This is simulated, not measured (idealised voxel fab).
Process module name: voxel transistor to metal
In the cross-section labelled cut, the width is 150 nm and each square cell is 5 nm.
Cross-sections here: square-cell grids, written as top-down lists of bands, a band being one or more rows of cells.
What a band's entry tells you: where the top is and where the bottom is, as heights in nm, and after that what lies inside, material by material from left to right, each with its width in nm. Empty space is written as the word "blank", and a single material marked with the word "edge to edge" occupies the band from edge to edge.
Zero point of the height axis is 0; under it, received wafer = one material. Lowest band: continues down indefinitely, "z 0 and below".
Top row gets the first number, bottom row gets the second, and each row in between changes by the same step: that is how a band width like "30..40" works.
"no alteration" after a step means that no cell of the cross-section changed.
Basically, "Completely enclosed voids" tells you about the enclosed voids: empty spaces with no open way to the top, 8 cells or bigger, each written width x height at distance, where distance is from the left edge, all in nm.
What comes after the settings on a step's line is commentary from the simulator itself on that step.
overlay nm: for a step with a mask, the amount by which the mask lay right of where it was planned; a negative amount means left of it.
-- List of planned process steps
| 1 | RECEIVE: material Si |
| 2 | OXIDIZE: depth nm 5 |
| 3 | CONFORMAL_DEP: material SiN, thk nm 10 |
| 4 | PATTERN: tone cover, mask id ACTIVE, material resist, width nm 95, thk nm 20, overlay nm 0 |
| 5 | DIRECTIONAL_ETCH: etch materials SiN, depth nm 10 |
| 6 | DIRECTIONAL_ETCH: etch materials SiO2, depth nm 5 |
| 7 | DIRECTIONAL_ETCH: etch materials Si, depth nm 35 |
| 8 | STRIP: etch materials resist |
| 9 | FILL_DEP: material SiO2, thk nm 5 |
| 10 | CMP: height nm 10 |
| 11 | SELECTIVE_ETCH: etch materials SiO2, depth nm 10 |
| 12 | STRIP: etch materials SiN |
| 13 | SELECTIVE_ETCH: etch materials SiO2, depth nm 5 |
| 14 | OXIDIZE: depth nm 5 |
| 15 | DIRECTIONAL_DEP: material polySi, thk nm 30 |
| 16 | DIRECTIONAL_DEP: material SiCN, thk nm 10 |
| 17 | MASKED_ETCH: tone cover, mask id GATE, width nm 25, etch materials SiCN, depth nm 20, overlay nm 0 |
| 18 | MASKED_ETCH: tone cover, mask id GATE, width nm 25, etch materials polySi, depth nm 40, overlay nm 0 |
| 19 | CONFORMAL_DEP: material SiO2, thk nm 5 |
| 20 | DIRECTIONAL_ETCH: etch materials SiO2, depth nm 5 |
| 21 | CONFORMAL_DEP: material SiN, thk nm 5 |
| 22 | DIRECTIONAL_ETCH: etch materials SiN, depth nm 5 |
| 23 | DIRECTIONAL_ETCH: etch materials SiO2, depth nm 5 |
| 24 | DIRECTIONAL_ETCH: etch materials Si, depth nm 5 |
| 25 | EPI: material SiGe, thk nm 10 |
| 26 | FILL_DEP: material SiO2, thk nm 10 |
| 27 | CMP: height nm 25 |
| 28 | STRIP: etch materials polySi |
| 29 | SELECTIVE_ETCH: etch materials SiO2, depth nm 5 |
| 30 | CONFORMAL_DEP: material HfO2, thk nm 5 |
| 31 | CONFORMAL_DEP: material TiN, thk nm 5 |
| 32 | FILL_DEP: material W, thk nm 10 |
| 33 | CMP: height nm 20 |
| 34 | DIRECTIONAL_DEP: material SiO2, thk nm 15 |
| 35 | MASKED_ETCH: tone open, mask id CONTACT, width nm 15, pitch nm 70, etch materials SiO2, depth nm 40, overlay nm 0 |
| 36 | CONFORMAL_DEP: material TiN, thk nm 5 |
| 37 | FILL_DEP: material Ru, thk nm 10 |
| 38 | CMP: height nm 35 |
| 39 | CONFORMAL_DEP: material SiCN, thk nm 5 |
| 40 | DIRECTIONAL_DEP: material SiO2, thk nm 20 |
| 41 | PATTERN: tone open, mask id METAL_1, material resist, width nm 15, pitch nm 70, thk nm 15, overlay nm 0 |
| 42 | DIRECTIONAL_ETCH: etch materials SiO2, depth nm 20 |
| 43 | DIRECTIONAL_ETCH: etch materials SiCN, depth nm 5 |
| 44 | STRIP: etch materials resist |
| 45 | CONFORMAL_DEP: material TiN, thk nm 5 |
| 46 | FILL_DEP: material Cu, thk nm 10 |
| 47 | CMP: height nm 60 |
| 48 | CONFORMAL_DEP: material SiN, thk nm 5 |
-- Of two wafers, the first: run according to plan
-- Shown in cross-section is the wafer as received, that is, as it stands after step 1
    z 0 and below  Si edge to edge
    Completely enclosed voids: none
-- Once step 2 is through, the wafer looks like this in cross-section
    z 0 to -5  SiO2 edge to edge
    Below a height of -5, the structure has not been altered.
-- Once step 3 is through, the wafer looks like this in cross-section
    z 10 to 0  SiN edge to edge
    Below a height of 0, the structure has not been altered.
-- Once step 4 is through, the wafer looks like this in cross-section
    z 30 to 10  blank 25 nm | resist 95 nm | blank 30 nm
    Below a height of 10, the structure has not been altered.
-- Once step 5 is through, the wafer looks like this in cross-section
    z 30 to 10  blank 25 nm | resist 95 nm | blank 30 nm
    z 10 to 0  blank 25 nm | SiN 95 nm | blank 30 nm
    Below a height of 0, the structure has not been altered.
-- Once step 6 is through, the wafer looks like this in cross-section
    z 30 to 10  blank 25 nm | resist 95 nm | blank 30 nm
    z 10 to 0  blank 25 nm | SiN 95 nm | blank 30 nm
    z 0 to -5  blank 25 nm | SiO2 95 nm | blank 30 nm
    Below a height of -5, the structure has not been altered.
-- Once step 7 is through, the wafer looks like this in cross-section
    z 30 to 10  blank 25 nm | resist 95 nm | blank 30 nm
    z 10 to 0  blank 25 nm | SiN 95 nm | blank 30 nm
    z 0 to -5  blank 25 nm | SiO2 95 nm | blank 30 nm
    z -5 to -40  blank 25 nm | Si 95 nm | blank 30 nm
    Below a height of -40, the structure has not been altered.
-- Once step 8 is through, the wafer looks like this in cross-section
    z 10 to 0  blank 25 nm | SiN 95 nm | blank 30 nm
    Below a height of 0, the structure has not been altered.
-- Once step 9 is through, the wafer looks like this in cross-section
    z 15 to 10  SiO2 edge to edge
    z 10 to 0  SiO2 25 nm | SiN 95 nm | SiO2 30 nm
    z 0 to -5  SiO2 edge to edge
    z -5 to -40  SiO2 25 nm | Si 95 nm | SiO2 30 nm
    Below a height of -40, the structure has not been altered.
-- Once step 10 is through, the wafer looks like this in cross-section
    z 10 to 0  SiO2 25 nm | SiN 95 nm | SiO2 30 nm
    Below a height of 0, the structure has not been altered.
-- Once step 11 is through, the wafer looks like this in cross-section
    z 10 to 0  blank 25 nm | SiN 95 nm | blank 30 nm
    Below a height of 0, the structure has not been altered.
-- Once step 12 is through, the wafer looks like this in cross-section
    z 0 to -5  SiO2 edge to edge
    Below a height of -5, the structure has not been altered.
-- Once step 13 is through, the wafer looks like this in cross-section
    z -5 to -40  SiO2 25 nm | Si 95 nm | SiO2 30 nm
    Below a height of -40, the structure has not been altered.
-- Once step 14 is through, the wafer looks like this in cross-section
    z -5 to -10  SiO2 edge to edge
    Below a height of -10, the structure has not been altered.
-- Once step 15 is through, the wafer looks like this in cross-section
    z 25 to -5  polySi edge to edge
    Below a height of -5, the structure has not been altered.
-- Once step 16 is through, the wafer looks like this in cross-section
    z 35 to 25  SiCN edge to edge
    Below a height of 25, the structure has not been altered.
-- Once step 17 is through, the wafer looks like this in cross-section
    z 35 to 25  blank 60 nm | SiCN 25 nm | blank 65 nm
    Below a height of 25, the structure has not been altered.
-- Once step 18 is through, the wafer looks like this in cross-section
    z 35 to 25  blank 60 nm | SiCN 25 nm | blank 65 nm
    z 25 to -5  blank 60 nm | polySi 25 nm | blank 65 nm
    Below a height of -5, the structure has not been altered.
-- Once step 19 is through, the wafer looks like this in cross-section
    z 40 to 35  blank 55 nm | SiO2 35 nm | blank 60 nm
    z 35 to 25  blank 55 nm | SiO2 5 nm | SiCN 25 nm | SiO2 5 nm | blank 60 nm
    z 25 to 0  blank 55 nm | SiO2 5 nm | polySi 25 nm | SiO2 5 nm | blank 60 nm
    z 0 to -5  SiO2 60 nm | polySi 25 nm | SiO2 65 nm
    Below a height of -5, the structure has not been altered.
-- Once step 20 is through, the wafer looks like this in cross-section
    z 35 to 25  blank 55 nm | SiO2 5 nm | SiCN 25 nm | SiO2 5 nm | blank 60 nm
    z 25 to -5  blank 55 nm | SiO2 5 nm | polySi 25 nm | SiO2 5 nm | blank 60 nm
    Below a height of -5, the structure has not been altered.
-- Once step 21 is through, the wafer looks like this in cross-section
    z 40 to 35  blank 50 nm | SiN 45 nm | blank 55 nm
    z 35 to 25  blank 50 nm | SiN 5 nm | SiO2 5 nm | SiCN 25 nm | SiO2 5 nm | SiN 5 nm | blank 55 nm
    z 25 to 0  blank 50 nm | SiN 5 nm | SiO2 5 nm | polySi 25 nm | SiO2 5 nm | SiN 5 nm | blank 55 nm
    z 0 to -5  SiN 55 nm | SiO2 5 nm | polySi 25 nm | SiO2 5 nm | SiN 60 nm
    Below a height of -5, the structure has not been altered.
-- Once step 22 is through, the wafer looks like this in cross-section
    z 35 to 25  blank 50 nm | SiN 5 nm | SiO2 5 nm | SiCN 25 nm | SiO2 5 nm | SiN 5 nm | blank 55 nm
    z 25 to -5  blank 50 nm | SiN 5 nm | SiO2 5 nm | polySi 25 nm | SiO2 5 nm | SiN 5 nm | blank 55 nm
    Below a height of -5, the structure has not been altered.
-- Once step 23 is through, the wafer looks like this in cross-section
    z 35 to 30  blank 50 nm | SiN 5 nm | blank 5 nm | SiCN 25 nm | blank 5 nm | SiN 5 nm | blank 55 nm
    z 30 to 25  blank 50 nm | SiN 5 nm | SiO2 5 nm | SiCN 25 nm | SiO2 5 nm | SiN 5 nm | blank 55 nm
    z 25 to -5  blank 50 nm | SiN 5 nm | SiO2 5 nm | polySi 25 nm | SiO2 5 nm | SiN 5 nm | blank 55 nm
    z -5 to -10  blank 50 nm | SiO2 45 nm | blank 55 nm
    Below a height of -10, the structure has not been altered.
-- Once step 24 is through, the wafer looks like this in cross-section
    z 35 to 30  blank 50 nm | SiN 5 nm | blank 5 nm | SiCN 25 nm | blank 5 nm | SiN 5 nm | blank 55 nm
    z 30 to 25  blank 50 nm | SiN 5 nm | SiO2 5 nm | SiCN 25 nm | SiO2 5 nm | SiN 5 nm | blank 55 nm
    z 25 to -5  blank 50 nm | SiN 5 nm | SiO2 5 nm | polySi 25 nm | SiO2 5 nm | SiN 5 nm | blank 55 nm
    z -5 to -10  blank 50 nm | SiO2 45 nm | blank 55 nm
    z -10 to -15  SiO2 25 nm | blank 25 nm | Si 45 nm | blank 25 nm | SiO2 30 nm
    Below a height of -15, the structure has not been altered.
-- Once step 25 is through, the wafer looks like this in cross-section
    z 35 to 30  blank 50 nm | SiN 5 nm | blank 5 nm | SiCN 25 nm | blank 5 nm | SiN 5 nm | blank 55 nm
    z 30 to 25  blank 50 nm | SiN 5 nm | SiO2 5 nm | SiCN 25 nm | SiO2 5 nm | SiN 5 nm | blank 55 nm
    z 25 to 0  blank 50 nm | SiN 5 nm | SiO2 5 nm | polySi 25 nm | SiO2 5 nm | SiN 5 nm | blank 55 nm
    z 0 to -5  blank 40 nm | SiGe 10 nm | SiN 5 nm | SiO2 5 nm | polySi 25 nm | SiO2 5 nm | SiN 5 nm | SiGe 10 nm | blank 45 nm
    z -5 to -10  blank 20 nm | SiGe 30 nm | SiO2 45 nm | SiGe 30 nm | blank 25 nm
    z -10 to -15  SiO2 25 nm | SiGe 25 nm | Si 45 nm | SiGe 25 nm | SiO2 30 nm
    Below a height of -15, the structure has not been altered.
-- Once step 26 is through, the wafer looks like this in cross-section
    z 45 to 35  SiO2 edge to edge
    z 35 to 25  SiO2 50 nm | SiN 5 nm | SiO2 5 nm | SiCN 25 nm | SiO2 5 nm | SiN 5 nm | SiO2 55 nm
    z 25 to 0  SiO2 50 nm | SiN 5 nm | SiO2 5 nm | polySi 25 nm | SiO2 5 nm | SiN 5 nm | SiO2 55 nm
    z 0 to -5  SiO2 40 nm | SiGe 10 nm | SiN 5 nm | SiO2 5 nm | polySi 25 nm | SiO2 5 nm | SiN 5 nm | SiGe 10 nm | SiO2 45 nm
    z -5 to -10  SiO2 20 nm | SiGe 30 nm | SiO2 45 nm | SiGe 30 nm | SiO2 25 nm
    Below a height of -10, the structure has not been altered.
-- Once step 27 is through, the wafer looks like this in cross-section
    z 25 to 0  SiO2 50 nm | SiN 5 nm | SiO2 5 nm | polySi 25 nm | SiO2 5 nm | SiN 5 nm | SiO2 55 nm
    Below a height of 0, the structure has not been altered.
-- Once step 28 is through, the wafer looks like this in cross-section
    z 25 to 0  SiO2 50 nm | SiN 5 nm | SiO2 5 nm | blank 25 nm | SiO2 5 nm | SiN 5 nm | SiO2 55 nm
    z 0 to -5  SiO2 40 nm | SiGe 10 nm | SiN 5 nm | SiO2 5 nm | blank 25 nm | SiO2 5 nm | SiN 5 nm | SiGe 10 nm | SiO2 45 nm
    Below a height of -5, the structure has not been altered.
-- Once step 29 is through, the wafer looks like this in cross-section
    z 25 to 20  blank 50 nm | SiN 5 nm | blank 35 nm | SiN 5 nm | blank 55 nm
    z 20 to 0  SiO2 50 nm | SiN 5 nm | blank 35 nm | SiN 5 nm | SiO2 55 nm
    z 0 to -5  SiO2 40 nm | SiGe 10 nm | SiN 5 nm | blank 35 nm | SiN 5 nm | SiGe 10 nm | SiO2 45 nm
    z -5 to -10  SiO2 20 nm | SiGe 30 nm | SiO2 5 nm | blank 35 nm | SiO2 5 nm | SiGe 30 nm | SiO2 25 nm
    Below a height of -10, the structure has not been altered.
-- Once step 30 is through, the wafer looks like this in cross-section
    z 30 to 25  blank 45 nm | HfO2 15 nm | blank 25 nm | HfO2 15 nm | blank 50 nm
    z 25 to 20  HfO2 50 nm | SiN 5 nm | HfO2 5 nm | blank 25 nm | HfO2 5 nm | SiN 5 nm | HfO2 55 nm
    z 20 to 0  SiO2 50 nm | SiN 5 nm | HfO2 5 nm | blank 25 nm | HfO2 5 nm | SiN 5 nm | SiO2 55 nm
    z 0 to -5  SiO2 40 nm | SiGe 10 nm | SiN 5 nm | HfO2 5 nm | blank 25 nm | HfO2 5 nm | SiN 5 nm | SiGe 10 nm | SiO2 45 nm
    z -5 to -10  SiO2 20 nm | SiGe 30 nm | SiO2 5 nm | HfO2 35 nm | SiO2 5 nm | SiGe 30 nm | SiO2 25 nm
    Below a height of -10, the structure has not been altered.
-- Once step 31 is through, the wafer looks like this in cross-section
    z 35 to 30  blank 40 nm | TiN 25 nm | blank 15 nm | TiN 25 nm | blank 45 nm
    z 30 to 25  TiN 45 nm | HfO2 15 nm | TiN 5 nm | blank 15 nm | TiN 5 nm | HfO2 15 nm | TiN 50 nm
    z 25 to 20  HfO2 50 nm | SiN 5 nm | HfO2 5 nm | TiN 5 nm | blank 15 nm | TiN 5 nm | HfO2 5 nm | SiN 5 nm | HfO2 55 nm
    z 20 to 0  SiO2 50 nm | SiN 5 nm | HfO2 5 nm | TiN 5 nm | blank 15 nm | TiN 5 nm | HfO2 5 nm | SiN 5 nm | SiO2 55 nm
    z 0 to -5  SiO2 40 nm | SiGe 10 nm | SiN 5 nm | HfO2 5 nm | TiN 25 nm | HfO2 5 nm | SiN 5 nm | SiGe 10 nm | SiO2 45 nm
    Below a height of -5, the structure has not been altered.
-- Once step 32 is through, the wafer looks like this in cross-section
    z 45 to 35  W edge to edge
    z 35 to 30  W 40 nm | TiN 25 nm | W 15 nm | TiN 25 nm | W 45 nm
    z 30 to 25  TiN 45 nm | HfO2 15 nm | TiN 5 nm | W 15 nm | TiN 5 nm | HfO2 15 nm | TiN 50 nm
    z 25 to 20  HfO2 50 nm | SiN 5 nm | HfO2 5 nm | TiN 5 nm | W 15 nm | TiN 5 nm | HfO2 5 nm | SiN 5 nm | HfO2 55 nm
    z 20 to 0  SiO2 50 nm | SiN 5 nm | HfO2 5 nm | TiN 5 nm | W 15 nm | TiN 5 nm | HfO2 5 nm | SiN 5 nm | SiO2 55 nm
    Below a height of 0, the structure has not been altered.
-- Once step 33 is through, the wafer looks like this in cross-section
    z 20 to 0  SiO2 50 nm | SiN 5 nm | HfO2 5 nm | TiN 5 nm | W 15 nm | TiN 5 nm | HfO2 5 nm | SiN 5 nm | SiO2 55 nm
    Below a height of 0, the structure has not been altered.
-- Once step 34 is through, the wafer looks like this in cross-section
    z 35 to 20  SiO2 edge to edge
    Below a height of 20, the structure has not been altered.
-- Once step 35 is through, the wafer looks like this in cross-section
    z 35 to 20  SiO2 30 nm | blank 15 nm | SiO2 55 nm | blank 15 nm | SiO2 35 nm
    z 20 to 0  SiO2 30 nm | blank 15 nm | SiO2 5 nm | SiN 5 nm | HfO2 5 nm | TiN 5 nm | W 15 nm | TiN 5 nm | HfO2 5 nm | SiN 5 nm | SiO2 5 nm | blank 15 nm | SiO2 35 nm
    z 0 to -5  SiO2 30 nm | blank 10 nm | SiGe 10 nm | SiN 5 nm | HfO2 5 nm | TiN 25 nm | HfO2 5 nm | SiN 5 nm | SiGe 10 nm | blank 10 nm | SiO2 35 nm
    Below a height of -5, the structure has not been altered.
-- Once step 36 is through, the wafer looks like this in cross-section
    z 40 to 35  TiN 35 nm | blank 5 nm | TiN 65 nm | blank 5 nm | TiN 40 nm
    z 35 to 20  SiO2 30 nm | TiN 5 nm | blank 5 nm | TiN 5 nm | SiO2 55 nm | TiN 5 nm | blank 5 nm | TiN 5 nm | SiO2 35 nm
    z 20 to 5  SiO2 30 nm | TiN 5 nm | blank 5 nm | TiN 5 nm | SiO2 5 nm | SiN 5 nm | HfO2 5 nm | TiN 5 nm | W 15 nm | TiN 5 nm | HfO2 5 nm | SiN 5 nm | SiO2 5 nm | TiN 5 nm | blank 5 nm | TiN 5 nm | SiO2 35 nm
    z 5 to 0  SiO2 30 nm | TiN 15 nm | SiO2 5 nm | SiN 5 nm | HfO2 5 nm | TiN 5 nm | W 15 nm | TiN 5 nm | HfO2 5 nm | SiN 5 nm | SiO2 5 nm | TiN 15 nm | SiO2 35 nm
    z 0 to -5  SiO2 30 nm | TiN 10 nm | SiGe 10 nm | SiN 5 nm | HfO2 5 nm | TiN 25 nm | HfO2 5 nm | SiN 5 nm | SiGe 10 nm | TiN 10 nm | SiO2 35 nm
    Below a height of -5, the structure has not been altered.
-- Once step 37 is through, the wafer looks like this in cross-section
    z 50 to 40  Ru edge to edge
    z 40 to 35  TiN 35 nm | Ru 5 nm | TiN 65 nm | Ru 5 nm | TiN 40 nm
    z 35 to 20  SiO2 30 nm | TiN 5 nm | Ru 5 nm | TiN 5 nm | SiO2 55 nm | TiN 5 nm | Ru 5 nm | TiN 5 nm | SiO2 35 nm
    z 20 to 5  SiO2 30 nm | TiN 5 nm | Ru 5 nm | TiN 5 nm | SiO2 5 nm | SiN 5 nm | HfO2 5 nm | TiN 5 nm | W 15 nm | TiN 5 nm | HfO2 5 nm | SiN 5 nm | SiO2 5 nm | TiN 5 nm | Ru 5 nm | TiN 5 nm | SiO2 35 nm
    Below a height of 5, the structure has not been altered.
-- Once step 38 is through, the wafer looks like this in cross-section
    z 35 to 20  SiO2 30 nm | TiN 5 nm | Ru 5 nm | TiN 5 nm | SiO2 55 nm | TiN 5 nm | Ru 5 nm | TiN 5 nm | SiO2 35 nm
    Below a height of 20, the structure has not been altered.
-- Once step 39 is through, the wafer looks like this in cross-section
    z 40 to 35  SiCN edge to edge
    Below a height of 35, the structure has not been altered.
-- Once step 40 is through, the wafer looks like this in cross-section
    z 60 to 40  SiO2 edge to edge
    Below a height of 40, the structure has not been altered.
-- Once step 41 is through, the wafer looks like this in cross-section
    z 75 to 60  resist 30 nm | blank 15 nm | resist 55 nm | blank 15 nm | resist 35 nm
    Below a height of 60, the structure has not been altered.
-- Once step 42 is through, the wafer looks like this in cross-section
    z 75 to 60  resist 30 nm | blank 15 nm | resist 55 nm | blank 15 nm | resist 35 nm
    z 60 to 40  SiO2 30 nm | blank 15 nm | SiO2 55 nm | blank 15 nm | SiO2 35 nm
    Below a height of 40, the structure has not been altered.
-- Once step 43 is through, the wafer looks like this in cross-section
    z 75 to 60  resist 30 nm | blank 15 nm | resist 55 nm | blank 15 nm | resist 35 nm
    z 60 to 40  SiO2 30 nm | blank 15 nm | SiO2 55 nm | blank 15 nm | SiO2 35 nm
    z 40 to 35  SiCN 30 nm | blank 15 nm | SiCN 55 nm | blank 15 nm | SiCN 35 nm
    Below a height of 35, the structure has not been altered.
-- Once step 44 is through, the wafer looks like this in cross-section
    z 60 to 40  SiO2 30 nm | blank 15 nm | SiO2 55 nm | blank 15 nm | SiO2 35 nm
    Below a height of 40, the structure has not been altered.
-- Once step 45 is through, the wafer looks like this in cross-section
    z 65 to 60  TiN 35 nm | blank 5 nm | TiN 65 nm | blank 5 nm | TiN 40 nm
    z 60 to 40  SiO2 30 nm | TiN 5 nm | blank 5 nm | TiN 5 nm | SiO2 55 nm | TiN 5 nm | blank 5 nm | TiN 5 nm | SiO2 35 nm
    z 40 to 35  SiCN 30 nm | TiN 15 nm | SiCN 55 nm | TiN 15 nm | SiCN 35 nm
    Below a height of 35, the structure has not been altered.
-- Once step 46 is through, the wafer looks like this in cross-section
    z 75 to 65  Cu edge to edge
    z 65 to 60  TiN 35 nm | Cu 5 nm | TiN 65 nm | Cu 5 nm | TiN 40 nm
    z 60 to 40  SiO2 30 nm | TiN 5 nm | Cu 5 nm | TiN 5 nm | SiO2 55 nm | TiN 5 nm | Cu 5 nm | TiN 5 nm | SiO2 35 nm
    Below a height of 40, the structure has not been altered.
-- Once step 47 is through, the wafer looks like this in cross-section
    z 60 to 40  SiO2 30 nm | TiN 5 nm | Cu 5 nm | TiN 5 nm | SiO2 55 nm | TiN 5 nm | Cu 5 nm | TiN 5 nm | SiO2 35 nm
    Below a height of 40, the structure has not been altered.
-- Once step 48 is through, the wafer looks like this in cross-section
    z 65 to 60  SiN edge to edge
    Below a height of 60, the structure has not been altered.
-- Second wafer - shared start and plan with the first - one error in running - same as the first up to step 29 inclusive
Cross-section of the second wafer corresponding to the planned conclusion of step 30: no alteration
-- Cross-section of the second wafer corresponding to the planned conclusion of step 31
    z 30 to 25  blank 45 nm | TiN 15 nm | blank 25 nm | TiN 15 nm | blank 50 nm
    z 25 to 20  TiN 50 nm | SiN 5 nm | TiN 5 nm | blank 25 nm | TiN 5 nm | SiN 5 nm | TiN 55 nm
    z 20 to 0  SiO2 50 nm | SiN 5 nm | TiN 5 nm | blank 25 nm | TiN 5 nm | SiN 5 nm | SiO2 55 nm
    z 0 to -5  SiO2 40 nm | SiGe 10 nm | SiN 5 nm | TiN 5 nm | blank 25 nm | TiN 5 nm | SiN 5 nm | SiGe 10 nm | SiO2 45 nm
    z -5 to -10  SiO2 20 nm | SiGe 30 nm | SiO2 5 nm | TiN 35 nm | SiO2 5 nm | SiGe 30 nm | SiO2 25 nm
    Below a height of -10, the structure has not been altered.
-- Cross-section of the second wafer corresponding to the planned conclusion of step 32
    z 40 to 30  W edge to edge
    z 30 to 25  W 45 nm | TiN 15 nm | W 25 nm | TiN 15 nm | W 50 nm
    z 25 to 20  TiN 50 nm | SiN 5 nm | TiN 5 nm | W 25 nm | TiN 5 nm | SiN 5 nm | TiN 55 nm
    z 20 to 0  SiO2 50 nm | SiN 5 nm | TiN 5 nm | W 25 nm | TiN 5 nm | SiN 5 nm | SiO2 55 nm
    z 0 to -5  SiO2 40 nm | SiGe 10 nm | SiN 5 nm | TiN 5 nm | W 25 nm | TiN 5 nm | SiN 5 nm | SiGe 10 nm | SiO2 45 nm
    Below a height of -5, the structure has not been altered.
-- Cross-section of the second wafer corresponding to the planned conclusion of step 33
    z 20 to 0  SiO2 50 nm | SiN 5 nm | TiN 5 nm | W 25 nm | TiN 5 nm | SiN 5 nm | SiO2 55 nm
    Below a height of 0, the structure has not been altered.
-- Cross-section of the second wafer corresponding to the planned conclusion of step 34
    z 35 to 20  SiO2 edge to edge
    Below a height of 20, the structure has not been altered.
-- Cross-section of the second wafer corresponding to the planned conclusion of step 35
    z 35 to 20  SiO2 30 nm | blank 15 nm | SiO2 55 nm | blank 15 nm | SiO2 35 nm
    z 20 to 0  SiO2 30 nm | blank 15 nm | SiO2 5 nm | SiN 5 nm | TiN 5 nm | W 25 nm | TiN 5 nm | SiN 5 nm | SiO2 5 nm | blank 15 nm | SiO2 35 nm
    z 0 to -5  SiO2 30 nm | blank 10 nm | SiGe 10 nm | SiN 5 nm | TiN 5 nm | W 25 nm | TiN 5 nm | SiN 5 nm | SiGe 10 nm | blank 10 nm | SiO2 35 nm
    Below a height of -5, the structure has not been altered.
-- Cross-section of the second wafer corresponding to the planned conclusion of step 36
    z 40 to 35  TiN 35 nm | blank 5 nm | TiN 65 nm | blank 5 nm | TiN 40 nm
    z 35 to 20  SiO2 30 nm | TiN 5 nm | blank 5 nm | TiN 5 nm | SiO2 55 nm | TiN 5 nm | blank 5 nm | TiN 5 nm | SiO2 35 nm
    z 20 to 5  SiO2 30 nm | TiN 5 nm | blank 5 nm | TiN 5 nm | SiO2 5 nm | SiN 5 nm | TiN 5 nm | W 25 nm | TiN 5 nm | SiN 5 nm | SiO2 5 nm | TiN 5 nm | blank 5 nm | TiN 5 nm | SiO2 35 nm
    z 5 to 0  SiO2 30 nm | TiN 15 nm | SiO2 5 nm | SiN 5 nm | TiN 5 nm | W 25 nm | TiN 5 nm | SiN 5 nm | SiO2 5 nm | TiN 15 nm | SiO2 35 nm
    z 0 to -5  SiO2 30 nm | TiN 10 nm | SiGe 10 nm | SiN 5 nm | TiN 5 nm | W 25 nm | TiN 5 nm | SiN 5 nm | SiGe 10 nm | TiN 10 nm | SiO2 35 nm
    Below a height of -5, the structure has not been altered.
-- Cross-section of the second wafer corresponding to the planned conclusion of step 37
    z 50 to 40  Ru edge to edge
    z 40 to 35  TiN 35 nm | Ru 5 nm | TiN 65 nm | Ru 5 nm | TiN 40 nm
    z 35 to 20  SiO2 30 nm | TiN 5 nm | Ru 5 nm | TiN 5 nm | SiO2 55 nm | TiN 5 nm | Ru 5 nm | TiN 5 nm | SiO2 35 nm
    z 20 to 5  SiO2 30 nm | TiN 5 nm | Ru 5 nm | TiN 5 nm | SiO2 5 nm | SiN 5 nm | TiN 5 nm | W 25 nm | TiN 5 nm | SiN 5 nm | SiO2 5 nm | TiN 5 nm | Ru 5 nm | TiN 5 nm | SiO2 35 nm
    Below a height of 5, the structure has not been altered.
-- Cross-section of the second wafer corresponding to the planned conclusion of step 38
    z 35 to 20  SiO2 30 nm | TiN 5 nm | Ru 5 nm | TiN 5 nm | SiO2 55 nm | TiN 5 nm | Ru 5 nm | TiN 5 nm | SiO2 35 nm
    Below a height of 20, the structure has not been altered.
-- Cross-section of the second wafer corresponding to the planned conclusion of step 39
    z 40 to 35  SiCN edge to edge
    Below a height of 35, the structure has not been altered.
-- Cross-section of the second wafer corresponding to the planned conclusion of step 40
    z 60 to 40  SiO2 edge to edge
    Below a height of 40, the structure has not been altered.
-- Cross-section of the second wafer corresponding to the planned conclusion of step 41
    z 75 to 60  resist 30 nm | blank 15 nm | resist 55 nm | blank 15 nm | resist 35 nm
    Below a height of 60, the structure has not been altered.
-- Cross-section of the second wafer corresponding to the planned conclusion of step 42
    z 75 to 60  resist 30 nm | blank 15 nm | resist 55 nm | blank 15 nm | resist 35 nm
    z 60 to 40  SiO2 30 nm | blank 15 nm | SiO2 55 nm | blank 15 nm | SiO2 35 nm
    Below a height of 40, the structure has not been altered.
-- Cross-section of the second wafer corresponding to the planned conclusion of step 43
    z 75 to 60  resist 30 nm | blank 15 nm | resist 55 nm | blank 15 nm | resist 35 nm
    z 60 to 40  SiO2 30 nm | blank 15 nm | SiO2 55 nm | blank 15 nm | SiO2 35 nm
    z 40 to 35  SiCN 30 nm | blank 15 nm | SiCN 55 nm | blank 15 nm | SiCN 35 nm
    Below a height of 35, the structure has not been altered.
-- Cross-section of the second wafer corresponding to the planned conclusion of step 44
    z 60 to 40  SiO2 30 nm | blank 15 nm | SiO2 55 nm | blank 15 nm | SiO2 35 nm
    Below a height of 40, the structure has not been altered.
-- Cross-section of the second wafer corresponding to the planned conclusion of step 45
    z 65 to 60  TiN 35 nm | blank 5 nm | TiN 65 nm | blank 5 nm | TiN 40 nm
    z 60 to 40  SiO2 30 nm | TiN 5 nm | blank 5 nm | TiN 5 nm | SiO2 55 nm | TiN 5 nm | blank 5 nm | TiN 5 nm | SiO2 35 nm
    z 40 to 35  SiCN 30 nm | TiN 15 nm | SiCN 55 nm | TiN 15 nm | SiCN 35 nm
    Below a height of 35, the structure has not been altered.
-- Cross-section of the second wafer corresponding to the planned conclusion of step 46
    z 75 to 65  Cu edge to edge
    z 65 to 60  TiN 35 nm | Cu 5 nm | TiN 65 nm | Cu 5 nm | TiN 40 nm
    z 60 to 40  SiO2 30 nm | TiN 5 nm | Cu 5 nm | TiN 5 nm | SiO2 55 nm | TiN 5 nm | Cu 5 nm | TiN 5 nm | SiO2 35 nm
    Below a height of 40, the structure has not been altered.
-- Cross-section of the second wafer corresponding to the planned conclusion of step 47
    z 60 to 40  SiO2 30 nm | TiN 5 nm | Cu 5 nm | TiN 5 nm | SiO2 55 nm | TiN 5 nm | Cu 5 nm | TiN 5 nm | SiO2 35 nm
    Below a height of 40, the structure has not been altered.
-- Cross-section of the second wafer corresponding to the planned conclusion of step 48
    z 65 to 60  SiN edge to edge
    Below a height of 60, the structure has not been altered.
What went wrong in running the wafer? step 30 of the plan got skipped, so it never ran
at the end the second wafer has, in cells: HfO2 -17 | TiN +4 | W +13
